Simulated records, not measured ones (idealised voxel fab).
Process module under the name voxel air gaps
Cross-sectional view cut (width: 240 nm; square cell size: 5 nm).
Heads up, the way a cross-section reads in here is a grid of square cells, handed over as bands from the top down, with every band being one or more rows of cells. Top height, bottom height, nm. Materials left to right, width each, nm. Single material + "edge to edge" = fills band edge to edge. "blank" = empty. Convention: height 0 is the level below which the wafer, as received, is all one material. The lowest band does not terminate at the bottom but continues downward, represented as "z 0 and below". Per-row width for "30 to 40": begins at first number (top row of band), ends at second number (bottom row), increment between rows held constant. Where a step carries "changes: none", the cross-section came out of it unchanged, cell for cell. Closed-off voids of 8+ cells (no open route to the top) go in "Closed internal voids", written width x height at distance from the left edge, in nm. Formally, on a step line, whatever follows the settings is a remark that the simulator itself makes on the step. overlay nm: for a step with a mask, the amount by which the mask lay right of where it was planned; a negative amount means left of it.

So here's the lineup of process steps we planned
| 1 | RECEIVE [material Si] |
| 2 | CONFORMAL_DEP [material SiO2] [thk nm 15] |
| 3 | CONFORMAL_DEP [material SiCN] [thk nm 5] |
| 4 | DIRECTIONAL_DEP [material SiO2] [thk nm 40] |
| 5 | PATTERN [tone open] [mask id LINES] [material resist] [width nm 15] [pitch nm 40] [thk nm 20] [overlay nm 0] |
| 6 | DIRECTIONAL_ETCH [etch materials SiO2] [depth nm 40] |
| 7 | STRIP [etch materials resist] |
| 8 | CONFORMAL_DEP [material TiN] [thk nm 5] |
| 9 | FILL_DEP [material Cu] [thk nm 5] |
| 10 | CMP [height nm 60] |
| 11 | EPI [material Ru] [thk nm 10] |
| 12 | SELECTIVE_ETCH [etch materials SiO2] [depth nm 50] |
| 13 | CONFORMAL_DEP [material SiCN] [thk nm 5] |
varied across the wafers: thk nm of step 3. The plan shows the first wafer's value. All wafers start alike

After step 1, as received: first of several wafers, cross-section
    z 0 and below  Si edge to edge
    Closed internal voids: none

Every row in this table is a wafer at the end of the module, and it gives, for each of the materials, the cells that wafer has gained (+) or lost (-) since it was received, then its closed voids
thk nm 5 | +28 Cu | +56 Ru | +196 SiCN | +144 SiO2 | +68 TiN | Closed internal voids: 15 x 30 at 70; 15 x 30 at 110; 15 x 30 at 150
thk nm 10 | +24 Cu | +56 Ru | +236 SiCN | +144 SiO2 | +60 TiN | Closed internal voids: 15 x 25 at 70; 15 x 25 at 110; 15 x 25 at 150
thk nm 15 | +20 Cu | +56 Ru | +276 SiCN | +144 SiO2 | +52 TiN | Closed internal voids: 15 x 20 at 70; 15 x 20 at 110; 15 x 20 at 150
thk nm 20 | +16 Cu | +56 Ru | +316 SiCN | +144 SiO2 | +44 TiN | Closed internal voids: 15 x 15 at 70; 15 x 15 at 110; 15 x 15 at 150
